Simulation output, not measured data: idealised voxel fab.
The document below concerns the process module designated voxel quadruple lines.
Square cells of 5 nm make up the cross-section cut, whose width is 240 nm.
A cross-section is a grid of square cells, given in bands from the top down. A band is one or more rows of cells.
Top height, bottom height, nm. Materials left to right, width each, nm. Single material + "full width" = fills band edge to edge. "blank" = empty.
Heights are reckoned from 0. Under this level, the received wafer is all of one material. The bottommost band is open-ended downward, for example "z 0 and below".
It should be noted that a width expressed as "30->40" varies in equal increments from row to row of cells within the band, taking the value of the first number at the top row and that of the second number at the bottom row.
The cross-section has no changed cell in any step marked "changes: none".
Closed empty spaces (no open way to the top) of 8 cells or more are what "Entrapped voids" lists, each as width x height at distance from the left edge, nm for all three.
Anything after a step's settings on that line? It's the simulator's own note about the step.
The "overlay nm" setting may appear on a step's line; for a step that uses a mask, it gives how far to the right of its planned position the mask lay, and a negative value indicates the left.

### Process steps foreseen in the plan
1,RECEIVE [material Si]
2,CONFORMAL_DEP [material SiO2] [thk nm 10]
3,DIRECTIONAL_DEP [material TiN] [thk nm 15]
4,DIRECTIONAL_DEP [material polySi] [thk nm 20]
5,DIRECTIONAL_DEP [material aC] [thk nm 20]
6,PATTERN [tone cover] [mask id MANDREL] [material resist] [width nm 30] [thk nm 30] [overlay nm 0]
7,DIRECTIONAL_ETCH [etch materials aC] [depth nm 20]
8,STRIP [etch materials resist]
9,CONFORMAL_DEP [material SiO2] [thk nm 10]
10,DIRECTIONAL_ETCH [etch materials SiO2] [depth nm 10]
11,STRIP [etch materials aC]
12,DIRECTIONAL_ETCH [etch materials polySi] [depth nm 20]
13,STRIP [etch materials SiO2]
14,CONFORMAL_DEP [material SiCN] [thk nm 10]
15,DIRECTIONAL_ETCH [etch materials SiCN] [depth nm 10]
16,STRIP [etch materials polySi]
17,DIRECTIONAL_ETCH [etch materials TiN] [depth nm 15]
18,STRIP [etch materials SiCN]

### The following pertains to the first of two wafers, which was processed as planned

### So this is the incoming wafer in cross-section - it's already been through step 1
  z 0 and below  Si full width
  Entrapped voids: none

### Cross-section of the wafer subsequent to step 2
  z 10 to 0  SiO2 full width
  Unchanged below 0.

### Cross-section of the wafer subsequent to step 3
  z 25 to 10  TiN full width
  Unchanged below 10.

### Cross-section of the wafer subsequent to step 4
  z 45 to 25  polySi full width
  Unchanged below 25.

### Cross-section of the wafer subsequent to step 5
  z 65 to 45  aC full width
  Unchanged below 45.

### Cross-section of the wafer subsequent to step 6
  z 95 to 65  blank=105  resist=30  blank=105
  Unchanged below 65.

### Cross-section of the wafer subsequent to step 7
  z 75 to 65  blank=105  resist=30  blank=105
  z 65 to 45  blank=105  aC=30  blank=105
  Unchanged below 45.

### Cross-section of the wafer subsequent to step 8
  z 65 to 45  blank=105  aC=30  blank=105
  Unchanged below 45.

### Cross-section of the wafer subsequent to step 9
  z 75 to 65  blank=95  SiO2=50  blank=95
  z 65 to 55  blank=95  SiO2=10  aC=30  SiO2=10  blank=95
  z 55 to 45  SiO2=105  aC=30  SiO2=105
  Unchanged below 45.

### Cross-section of the wafer subsequent to step 10
  z 65 to 45  blank=95  SiO2=10  aC=30  SiO2=10  blank=95
  Unchanged below 45.

### Cross-section of the wafer subsequent to step 11
  z 65 to 45  blank=95  SiO2=10  blank=30  SiO2=10  blank=95
  Unchanged below 45.

### Cross-section of the wafer subsequent to step 12
  z 65 to 45  blank=95  SiO2=10  blank=30  SiO2=10  blank=95
  z 45 to 25  blank=95  polySi=10  blank=30  polySi=10  blank=95
  Unchanged below 25.

### Cross-section of the wafer subsequent to step 13
  z 45 to 25  blank=95  polySi=10  blank=30  polySi=10  blank=95
  Unchanged below 25.

### Cross-section of the wafer subsequent to step 14
  z 55 to 45  blank=85  SiCN=30  blank=10  SiCN=30  blank=85
  z 45 to 35  blank=85  SiCN=10  polySi=10  SiCN=10  blank=10  SiCN=10  polySi=10  SiCN=10  blank=85
  z 35 to 25  SiCN=95  polySi=10  SiCN=30  polySi=10  SiCN=95
  Unchanged below 25.

### Cross-section of the wafer subsequent to step 15
  z 45 to 25  blank=85  SiCN=10  polySi=10  SiCN=10  blank=10  SiCN=10  polySi=10  SiCN=10  blank=85
  Unchanged below 25.

### Cross-section of the wafer subsequent to step 16
  z 45 to 25  blank=85  SiCN=10  blank=10  SiCN=10  blank=10  SiCN=10  blank=10  SiCN=10  blank=85
  Unchanged below 25.

### Cross-section of the wafer subsequent to step 17
  z 45 to 25  blank=85  SiCN=10  blank=10  SiCN=10  blank=10  SiCN=10  blank=10  SiCN=10  blank=85
  z 25 to 10  blank=85  TiN=10  blank=10  TiN=10  blank=10  TiN=10  blank=10  TiN=10  blank=85
  Unchanged below 10.

### Cross-section of the wafer subsequent to step 18
  z 25 to 10  blank=85  TiN=10  blank=10  TiN=10  blank=10  TiN=10  blank=10  TiN=10  blank=85
  Unchanged below 10.

### The second wafer: identical to the first at the outset and in its planned sequence, differing only in that one mistake was made during processing; up to and including step 5, its path is the first wafer's path

### Second wafer: cross-section at the scheduled end of step 6
  z 95 to 65  resist=105  blank=30  resist=105
  Unchanged below 65.

### Second wafer: cross-section at the scheduled end of step 7
  z 75 to 65  resist=105  blank=30  resist=105
  z 65 to 45  aC=105  blank=30  aC=105
  Unchanged below 45.

### Second wafer: cross-section at the scheduled end of step 8
  z 65 to 45  aC=105  blank=30  aC=105
  Unchanged below 45.

### Second wafer: cross-section at the scheduled end of step 9
  z 75 to 65  SiO2=115  blank=10  SiO2=115
  z 65 to 55  aC=105  SiO2=10  blank=10  SiO2=10  aC=105
  z 55 to 45  aC=105  SiO2=30  aC=105
  Unchanged below 45.

### Second wafer: cross-section at the scheduled end of step 10
  z 65 to 45  aC=105  SiO2=10  blank=10  SiO2=10  aC=105
  Unchanged below 45.

### Second wafer: cross-section at the scheduled end of step 11
  z 65 to 45  blank=105  SiO2=10  blank=10  SiO2=10  blank=105
  Unchanged below 45.

### Second wafer: cross-section at the scheduled end of step 12
  z 65 to 45  blank=105  SiO2=10  blank=10  SiO2=10  blank=105
  z 45 to 25  blank=105  polySi=10  blank=10  polySi=10  blank=105
  Unchanged below 25.

### Second wafer: cross-section at the scheduled end of step 13
  z 45 to 25  blank=105  polySi=10  blank=10  polySi=10  blank=105
  Unchanged below 25.

### Second wafer: cross-section at the scheduled end of step 14
  z 55 to 45  blank=95  SiCN=50  blank=95
  z 45 to 35  blank=95  SiCN=10  polySi=10  SiCN=10  polySi=10  SiCN=10  blank=95
  z 35 to 25  SiCN=105  polySi=10  SiCN=10  polySi=10  SiCN=105
  Unchanged below 25.

### Second wafer: cross-section at the scheduled end of step 15
  z 45 to 25  blank=95  SiCN=10  polySi=10  SiCN=10  polySi=10  SiCN=10  blank=95
  Unchanged below 25.

### Second wafer: cross-section at the scheduled end of step 16
  z 45 to 25  blank=95  SiCN=10  blank=10  SiCN=10  blank=10  SiCN=10  blank=95
  Unchanged below 25.

### Second wafer: cross-section at the scheduled end of step 17
  z 45 to 25  blank=95  SiCN=10  blank=10  SiCN=10  blank=10  SiCN=10  blank=95
  z 25 to 10  blank=95  TiN=10  blank=10  TiN=10  blank=10  TiN=10  blank=95
  Unchanged below 10.

### Second wafer: cross-section at the scheduled end of step 18
  z 25 to 10  blank=95  TiN=10  blank=10  TiN=10  blank=10  TiN=10  blank=95
  Unchanged below 10.
The mistake made against the process plan was this: step 6 ran with different settings than intended, the actual operation and settings being PATTERN [tone open] [mask id MANDREL] [material resist] [width nm 30] [thk nm 30] [overlay nm 0]
Once processing is complete, comparing cell counts shows that the second wafer has more or fewer of certain materials than the first: -6 TiN
